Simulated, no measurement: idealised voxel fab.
The following process module bears the name voxel tone inversion.
The width of the displayed cross-section, cut, is 220 nm; its cells are square, with a size of 5 nm.
Cross-section spec: square-cell grid; bands listed top down; each band is one or more rows.
What a band's entry tells you: where the top is and where the bottom is, as heights in nm, and after that what lies inside, material by material from left to right, each with its width in nm. Empty space is written as the word "empty", and a single material marked with the word "edge to edge" occupies the band from edge to edge.
Zero point of the height axis is 0; under it, received wafer = one material. Lowest band: continues down indefinitely, "from 0 down".
With a width like "30 to 40", each row of cells in the band differs from the next by the same amount, the top row carrying the first number and the bottom row the second.
Where a step carries "left unchanged", the cross-section came out of it unchanged, cell for cell.
"Enclosed internal cavities": empty spaces of 8 cells or more with no open way to the top, each given as width x height at distance, distance from the left edge, all in nm.
On each step's line, the part that comes after the settings is the simulator's own comment on the step.
Among the settings permitted on a step's line is "overlay nm"; applied to a step with a mask, it specifies the extent to which the mask lay to the right of its planned position, whereas a negative figure signifies a position to the left.

Steps in the process plan:
- 1: RECEIVE [material Si]
- 2: CONFORMAL_DEP [material SiN] [thk nm 10]
- 3: DIRECTIONAL_DEP [material aC] [thk nm 15]
- 4: PATTERN [tone cover] [mask id POSTS] [material resist] [width nm 15] [pitch nm 45] [thk nm 25] [overlay nm 0]
- 5: DIRECTIONAL_ETCH [etch materials aC] [depth nm 15]
- 6: STRIP [etch materials resist]
- 7: FILL_DEP [material lowk] [thk nm 10]
- 8: CMP [height nm 25]
- 9: STRIP [etch materials aC]

First wafer of two (run as planned):

Wafer as received: cross-section following step 1:
	from 0 down: Si edge to edge
	Enclosed internal cavities: none

Step 2 done - wafer cross-section:
	from 10 to 0: SiN edge to edge
	Below 0 it's all the same as before, nothing changed down there.

Step 3 done - wafer cross-section:
	from 25 to 10: aC edge to edge
	Below 10 it's all the same as before, nothing changed down there.

Step 4 done - wafer cross-section:
	from 50 to 25: 35 empty | 15 resist | 30 empty | 15 resist | 30 empty | 15 resist | 30 empty | 15 resist | 35 empty
	Below 25 it's all the same as before, nothing changed down there.

Step 5 done - wafer cross-section:
	from 35 to 25: 35 empty | 15 resist | 30 empty | 15 resist | 30 empty | 15 resist | 30 empty | 15 resist | 35 empty
	from 25 to 10: 35 empty | 15 aC | 30 empty | 15 aC | 30 empty | 15 aC | 30 empty | 15 aC | 35 empty
	Below 10 it's all the same as before, nothing changed down there.

Step 6 done - wafer cross-section:
	from 25 to 10: 35 empty | 15 aC | 30 empty | 15 aC | 30 empty | 15 aC | 30 empty | 15 aC | 35 empty
	Below 10 it's all the same as before, nothing changed down there.

Step 7 done - wafer cross-section:
	from 35 to 25: lowk edge to edge
	from 25 to 10: 35 lowk | 15 aC | 30 lowk | 15 aC | 30 lowk | 15 aC | 30 lowk | 15 aC | 35 lowk
	Below 10 it's all the same as before, nothing changed down there.

Step 8 done - wafer cross-section:
	from 25 to 10: 35 lowk | 15 aC | 30 lowk | 15 aC | 30 lowk | 15 aC | 30 lowk | 15 aC | 35 lowk
	Below 10 it's all the same as before, nothing changed down there.

Step 9 done - wafer cross-section:
	from 25 to 10: 35 lowk | 15 empty | 30 lowk | 15 empty | 30 lowk | 15 empty | 30 lowk | 15 empty | 35 lowk
	Below 10 it's all the same as before, nothing changed down there.

Wafer two: like wafer one in start and plan, but with one mistake in execution; identical up to and including step 3:

Second wafer, cross-section, planned end of step 4:
	from 50 to 25: 25 empty | 15 resist | 30 empty | 15 resist | 30 empty | 15 resist | 30 empty | 15 resist | 45 empty
	Below 25 it's all the same as before, nothing changed down there.

Second wafer, cross-section, planned end of step 5:
	from 35 to 25: 25 empty | 15 resist | 30 empty | 15 resist | 30 empty | 15 resist | 30 empty | 15 resist | 45 empty
	from 25 to 10: 25 empty | 15 aC | 30 empty | 15 aC | 30 empty | 15 aC | 30 empty | 15 aC | 45 empty
	Below 10 it's all the same as before, nothing changed down there.

Second wafer, cross-section, planned end of step 6:
	from 25 to 10: 25 empty | 15 aC | 30 empty | 15 aC | 30 empty | 15 aC | 30 empty | 15 aC | 45 empty
	Below 10 it's all the same as before, nothing changed down there.

Second wafer, cross-section, planned end of step 7:
	from 35 to 25: lowk edge to edge
	from 25 to 10: 25 lowk | 15 aC | 30 lowk | 15 aC | 30 lowk | 15 aC | 30 lowk | 15 aC | 45 lowk
	Below 10 it's all the same as before, nothing changed down there.

Second wafer, cross-section, planned end of step 8:
	from 25 to 10: 25 lowk | 15 aC | 30 lowk | 15 aC | 30 lowk | 15 aC | 30 lowk | 15 aC | 45 lowk
	Below 10 it's all the same as before, nothing changed down there.

Second wafer, cross-section, planned end of step 9:
	from 25 to 10: 25 lowk | 15 empty | 30 lowk | 15 empty | 30 lowk | 15 empty | 30 lowk | 15 empty | 45 lowk
	Below 10 it's all the same as before, nothing changed down there.
So what did we get wrong on this run? step 4 was processed under conditions differing from the plan, specifically as PATTERN [tone cover] [mask id POSTS] [material resist] [width nm 15] [pitch nm 45] [thk nm 25] [overlay nm -10]
Comparing end states, the material composition by cell count is preserved from the first wafer to the second, while the locations of the cells are not.
